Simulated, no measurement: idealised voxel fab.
Title: Process Module voxel capacitor over wiring
Cross-section cut: width 255 nm, square cells of 5 nm.
Heads up, the way a cross-section reads in here is a grid of square cells, handed over as bands from the top down, with every band being one or more rows of cells. Heads up on the band format: heights come first, top then bottom, in nm. After that it's the materials left to right, each with its width in nm. A single material flagged "edge to edge" fills the whole band edge to edge, and "air" means there's empty space there. Heights are reckoned from 0. Under this level, the received wafer is all of one material. The bottommost band is open-ended downward, for example "top 0, no bottom". With a width like "30 to 40", each row of cells in the band differs from the next by the same amount, the top row carrying the first number and the bottom row the second. "nothing altered", as given for a step, is the statement that not any cell of the cross-section underwent a change during that step. Empty spaces counting at least 8 cells and having no open way to the top are listed in "Trapped voids". The notation width x height at distance is used for each, the distance being from the left edge and all three values in nm. The remark found on a step's line after its settings is issued by the simulator itself and pertains to that step. When a step includes a mask, the "overlay nm" setting on its line states how far to the right of its planned place that mask lay, and negative values state how far to the left.

-- Process steps (planned)
- 1: RECEIVE,material Si
- 2: CONFORMAL_DEP,material SiO2,thk nm 15
- 3: DIRECTIONAL_DEP,material TiN,thk nm 5
- 4: DIRECTIONAL_DEP,material Ru,thk nm 15
- 5: PATTERN,tone cover,mask id METAL_1,material resist,width nm 30,pitch nm 95,thk nm 15,overlay nm 0
- 6: DIRECTIONAL_ETCH,etch materials Ru,depth nm 15
- 7: DIRECTIONAL_ETCH,etch materials TiN,depth nm 5
- 8: STRIP,etch materials resist
- 9: FILL_DEP,material lowk,thk nm 5
- 10: CMP,height nm 35
- 11: CONFORMAL_DEP,material SiCN,thk nm 5
- 12: DIRECTIONAL_DEP,material SiO2,thk nm 10
- 13: MASKED_ETCH,tone open,mask id PLUG_1,width nm 15,etch materials SiO2,depth nm 10,overlay nm 0
- 14: MASKED_ETCH,tone open,mask id PLUG_1,width nm 15,etch materials SiCN,depth nm 5,overlay nm 0
- 15: EPI,material Ru,thk nm 10
- 16: EPI,material Ru,thk nm 5
- 17: DIRECTIONAL_DEP,material TiN,thk nm 5
- 18: DIRECTIONAL_DEP,material HfO2,thk nm 5
- 19: DIRECTIONAL_DEP,material TiN,thk nm 5
- 20: DIRECTIONAL_DEP,material aC,thk nm 10
- 21: PATTERN,tone cover,mask id UPPER_PLATE,material resist,width nm 70,thk nm 25,overlay nm 0
- 22: DIRECTIONAL_ETCH,etch materials aC,depth nm 10
- 23: STRIP,etch materials resist
- 24: DIRECTIONAL_ETCH,etch materials TiN,depth nm 5
- 25: DIRECTIONAL_ETCH,etch materials HfO2,depth nm 5
- 26: STRIP,etch materials aC
- 27: PATTERN,tone cover,mask id LOWER_PLATE,material resist,width nm 80,thk nm 15,overlay nm 0
- 28: DIRECTIONAL_ETCH,etch materials TiN,depth nm 5
- 29: STRIP,etch materials resist
- 30: FILL_DEP,material SiO2,thk nm 15
- 31: CMP,height nm 75
- 32: PATTERN,tone open,mask id PLUG_2,material resist,width nm 15,thk nm 15,overlay nm 0
- 33: DIRECTIONAL_ETCH,etch materials SiO2,depth nm 10
- 34: STRIP,etch materials resist
- 35: CONFORMAL_DEP,material TiN,thk nm 5
- 36: FILL_DEP,material Cu,thk nm 10
- 37: CMP,height nm 75
- 38: CONFORMAL_DEP,material SiCN,thk nm 5

-- First of two wafers - as planned

-- So this is the incoming wafer in cross-section - it's already been through step 1
* top 0, no bottom  Si edge to edge
* Trapped voids: none

-- Cross-section through the wafer, step 2 finished
* top 15, bottom 0  SiO2 edge to edge
* Below 0, no change.

-- Cross-section through the wafer, step 3 finished
* top 20, bottom 15  TiN edge to edge
* Below 15, no change.

-- Cross-section through the wafer, step 4 finished
* top 35, bottom 20  Ru edge to edge
* Below 20, no change.

-- Cross-section through the wafer, step 5 finished
* top 50, bottom 35  65 nm air; 30 nm resist; 65 nm air; 30 nm resist; 65 nm air
* Below 35, no change.

-- Cross-section through the wafer, step 6 finished
* top 50, bottom 35  65 nm air; 30 nm resist; 65 nm air; 30 nm resist; 65 nm air
* top 35, bottom 20  65 nm air; 30 nm Ru; 65 nm air; 30 nm Ru; 65 nm air
* Below 20, no change.

-- Cross-section through the wafer, step 7 finished
* top 50, bottom 35  65 nm air; 30 nm resist; 65 nm air; 30 nm resist; 65 nm air
* top 35, bottom 20  65 nm air; 30 nm Ru; 65 nm air; 30 nm Ru; 65 nm air
* top 20, bottom 15  65 nm air; 30 nm TiN; 65 nm air; 30 nm TiN; 65 nm air
* Below 15, no change.

-- Cross-section through the wafer, step 8 finished
* top 35, bottom 20  65 nm air; 30 nm Ru; 65 nm air; 30 nm Ru; 65 nm air
* Below 20, no change.

-- Cross-section through the wafer, step 9 finished
* top 40, bottom 35  lowk edge to edge
* top 35, bottom 20  65 nm lowk; 30 nm Ru; 65 nm lowk; 30 nm Ru; 65 nm lowk
* top 20, bottom 15  65 nm lowk; 30 nm TiN; 65 nm lowk; 30 nm TiN; 65 nm lowk
* Below 15, no change.

-- Cross-section through the wafer, step 10 finished
* top 35, bottom 20  65 nm lowk; 30 nm Ru; 65 nm lowk; 30 nm Ru; 65 nm lowk
* Below 20, no change.

-- Cross-section through the wafer, step 11 finished
* top 40, bottom 35  SiCN edge to edge
* Below 35, no change.

-- Cross-section through the wafer, step 12 finished
* top 50, bottom 40  SiO2 edge to edge
* Below 40, no change.

-- Cross-section through the wafer, step 13 finished
* top 50, bottom 40  80 nm SiO2; 15 nm air; 160 nm SiO2
* Below 40, no change.

-- Cross-section through the wafer, step 14 finished
* top 50, bottom 40  80 nm SiO2; 15 nm air; 160 nm SiO2
* top 40, bottom 35  80 nm SiCN; 15 nm air; 160 nm SiCN
* Below 35, no change.

-- Cross-section through the wafer, step 15 finished
* top 50, bottom 45  80 nm SiO2; 15 nm air; 160 nm SiO2
* top 45, bottom 40  80 nm SiO2; 15 nm Ru; 160 nm SiO2
* top 40, bottom 35  80 nm SiCN; 15 nm Ru; 160 nm SiCN
* Below 35, no change.

-- Cross-section through the wafer, step 16 finished
* top 50, bottom 40  80 nm SiO2; 15 nm Ru; 160 nm SiO2
* Below 40, no change.

-- Cross-section through the wafer, step 17 finished
* top 55, bottom 50  TiN edge to edge
* Below 50, no change.

-- Cross-section through the wafer, step 18 finished
* top 60, bottom 55  HfO2 edge to edge
* Below 55, no change.

-- Cross-section through the wafer, step 19 finished
* top 65, bottom 60  TiN edge to edge
* Below 60, no change.

-- Cross-section through the wafer, step 20 finished
* top 75, bottom 65  aC edge to edge
* Below 65, no change.

-- Cross-section through the wafer, step 21 finished
* top 100, bottom 75  80 nm air; 70 nm resist; 105 nm air
* Below 75, no change.

-- Cross-section through the wafer, step 22 finished
* top 90, bottom 75  80 nm air; 70 nm resist; 105 nm air
* top 75, bottom 65  80 nm air; 70 nm aC; 105 nm air
* Below 65, no change.

-- Cross-section through the wafer, step 23 finished
* top 75, bottom 65  80 nm air; 70 nm aC; 105 nm air
* Below 65, no change.

-- Cross-section through the wafer, step 24 finished
* top 75, bottom 65  80 nm air; 70 nm aC; 105 nm air
* top 65, bottom 60  80 nm air; 70 nm TiN; 105 nm air
* Below 60, no change.

-- Cross-section through the wafer, step 25 finished
* top 75, bottom 65  80 nm air; 70 nm aC; 105 nm air
* top 65, bottom 60  80 nm air; 70 nm TiN; 105 nm air
* top 60, bottom 55  80 nm air; 70 nm HfO2; 105 nm air
* Below 55, no change.

-- Cross-section through the wafer, step 26 finished
* top 65, bottom 60  80 nm air; 70 nm TiN; 105 nm air
* Below 60, no change.

-- Cross-section through the wafer, step 27 finished
* top 80, bottom 65  75 nm air; 80 nm resist; 100 nm air
* top 65, bottom 60  75 nm air; 5 nm resist; 70 nm TiN; 5 nm resist; 100 nm air
* top 60, bottom 55  75 nm air; 5 nm resist; 70 nm HfO2; 5 nm resist; 100 nm air
* Below 55, no change.

-- Cross-section through the wafer, step 28 finished
* top 80, bottom 65  75 nm air; 80 nm resist; 100 nm air
* top 65, bottom 60  75 nm air; 5 nm resist; 70 nm TiN; 5 nm resist; 100 nm air
* top 60, bottom 55  75 nm air; 5 nm resist; 70 nm HfO2; 5 nm resist; 100 nm air
* top 55, bottom 50  75 nm air; 80 nm TiN; 100 nm air
* Below 50, no change.

-- Cross-section through the wafer, step 29 finished
* top 65, bottom 60  80 nm air; 70 nm TiN; 105 nm air
* top 60, bottom 55  80 nm air; 70 nm HfO2; 105 nm air
* Below 55, no change.

-- Cross-section through the wafer, step 30 finished
* top 80, bottom 65  SiO2 edge to edge
* top 65, bottom 60  80 nm SiO2; 70 nm TiN; 105 nm SiO2
* top 60, bottom 55  80 nm SiO2; 70 nm HfO2; 105 nm SiO2
* top 55, bottom 50  75 nm SiO2; 80 nm TiN; 100 nm SiO2
* Below 50, no change.

-- Cross-section through the wafer, step 31 finished
* top 75, bottom 65  SiO2 edge to edge
* Below 65, no change.

-- Cross-section through the wafer, step 32 finished
* top 90, bottom 75  90 nm resist; 15 nm air; 150 nm resist
* Below 75, no change.

-- Cross-section through the wafer, step 33 finished
* top 90, bottom 75  90 nm resist; 15 nm air; 150 nm resist
* top 75, bottom 65  90 nm SiO2; 15 nm air; 150 nm SiO2
* Below 65, no change.

-- Cross-section through the wafer, step 34 finished
* top 75, bottom 65  90 nm SiO2; 15 nm air; 150 nm SiO2
* Below 65, no change.

-- Cross-section through the wafer, step 35 finished
* top 80, bottom 75  95 nm TiN; 5 nm air; 155 nm TiN
* top 75, bottom 70  90 nm SiO2; 5 nm TiN; 5 nm air; 5 nm TiN; 150 nm SiO2
* top 70, bottom 60  90 to 80 nm SiO2; 15 to 70 nm TiN; 150 to 105 nm SiO2
* Below 60, no change.

-- Cross-section through the wafer, step 36 finished
* top 90, bottom 80  Cu edge to edge
* top 80, bottom 75  95 nm TiN; 5 nm Cu; 155 nm TiN
* top 75, bottom 70  90 nm SiO2; 5 nm TiN; 5 nm Cu; 5 nm TiN; 150 nm SiO2
* Below 70, no change.

-- Cross-section through the wafer, step 37 finished
* top 75, bottom 70  90 nm SiO2; 5 nm TiN; 5 nm Cu; 5 nm TiN; 150 nm SiO2
* Below 70, no change.

-- Cross-section through the wafer, step 38 finished
* top 80, bottom 75  SiCN edge to edge
* Below 75, no change.

-- second wafer: like start, like plan, one mistake. Through step 16 it matches the first wafer

The second wafer in cross-section, at the planned close of step 17: nothing altered

-- The second wafer in cross-section, at the planned close of step 18
* top 55, bottom 50  HfO2 edge to edge
* Below 50, no change.

-- The second wafer in cross-section, at the planned close of step 19
* top 60, bottom 55  TiN edge to edge
* Below 55, no change.

-- The second wafer in cross-section, at the planned close of step 20
* top 70, bottom 60  aC edge to edge
* Below 60, no change.

-- The second wafer in cross-section, at the planned close of step 21
* top 95, bottom 70  80 nm air; 70 nm resist; 105 nm air
* Below 70, no change.

-- The second wafer in cross-section, at the planned close of step 22
* top 85, bottom 70  80 nm air; 70 nm resist; 105 nm air
* top 70, bottom 60  80 nm air; 70 nm aC; 105 nm air
* Below 60, no change.

-- The second wafer in cross-section, at the planned close of step 23
* top 70, bottom 60  80 nm air; 70 nm aC; 105 nm air
* Below 60, no change.

-- The second wafer in cross-section, at the planned close of step 24
* top 70, bottom 60  80 nm air; 70 nm aC; 105 nm air
* top 60, bottom 55  80 nm air; 70 nm TiN; 105 nm air
* Below 55, no change.

-- The second wafer in cross-section, at the planned close of step 25
* top 70, bottom 60  80 nm air; 70 nm aC; 105 nm air
* top 60, bottom 55  80 nm air; 70 nm TiN; 105 nm air
* top 55, bottom 50  80 nm air; 70 nm HfO2; 105 nm air
* Below 50, no change.

-- The second wafer in cross-section, at the planned close of step 26
* top 60, bottom 55  80 nm air; 70 nm TiN; 105 nm air
* Below 55, no change.

-- The second wafer in cross-section, at the planned close of step 27
* top 75, bottom 60  75 nm air; 80 nm resist; 100 nm air
* top 60, bottom 55  75 nm air; 5 nm resist; 70 nm TiN; 5 nm resist; 100 nm air
* top 55, bottom 50  75 nm air; 5 nm resist; 70 nm HfO2; 5 nm resist; 100 nm air
* Below 50, no change.

The second wafer in cross-section, at the planned close of step 28: nothing altered

-- The second wafer in cross-section, at the planned close of step 29
* top 60, bottom 55  80 nm air; 70 nm TiN; 105 nm air
* top 55, bottom 50  80 nm air; 70 nm HfO2; 105 nm air
* Below 50, no change.

-- The second wafer in cross-section, at the planned close of step 30
* top 75, bottom 60  SiO2 edge to edge
* top 60, bottom 55  80 nm SiO2; 70 nm TiN; 105 nm SiO2
* top 55, bottom 50  80 nm SiO2; 70 nm HfO2; 105 nm SiO2
* Below 50, no change.

The second wafer in cross-section, at the planned close of step 31: nothing altered

-- The second wafer in cross-section, at the planned close of step 32
* top 90, bottom 75  90 nm resist; 15 nm air; 150 nm resist
* Below 75, no change.

-- The second wafer in cross-section, at the planned close of step 33
* top 90, bottom 75  90 nm resist; 15 nm air; 150 nm resist
* top 75, bottom 65  90 nm SiO2; 15 nm air; 150 nm SiO2
* Below 65, no change.

-- The second wafer in cross-section, at the planned close of step 34
* top 75, bottom 65  90 nm SiO2; 15 nm air; 150 nm SiO2
* Below 65, no change.

-- The second wafer in cross-section, at the planned close of step 35
* top 80, bottom 75  95 nm TiN; 5 nm air; 155 nm TiN
* top 75, bottom 70  90 nm SiO2; 5 nm TiN; 5 nm air; 5 nm TiN; 150 nm SiO2
* top 70, bottom 65  90 nm SiO2; 15 nm TiN; 150 nm SiO2
* Below 65, no change.

-- The second wafer in cross-section, at the planned close of step 36
* top 90, bottom 80  Cu edge to edge
* top 80, bottom 75  95 nm TiN; 5 nm Cu; 155 nm TiN
* top 75, bottom 70  90 nm SiO2; 5 nm TiN; 5 nm Cu; 5 nm TiN; 150 nm SiO2
* Below 70, no change.

-- The second wafer in cross-section, at the planned close of step 37
* top 75, bottom 70  90 nm SiO2; 5 nm TiN; 5 nm Cu; 5 nm TiN; 150 nm SiO2
* Below 70, no change.

-- The second wafer in cross-section, at the planned close of step 38
* top 80, bottom 75  SiCN edge to edge
* Below 75, no change.
Heads up, the wafer didn't run the way we planned it: plan step 17: skipped, not run
FYI, end of process, the second wafer has more or fewer cells of some materials than the first: SiO2 +16; TiN -16
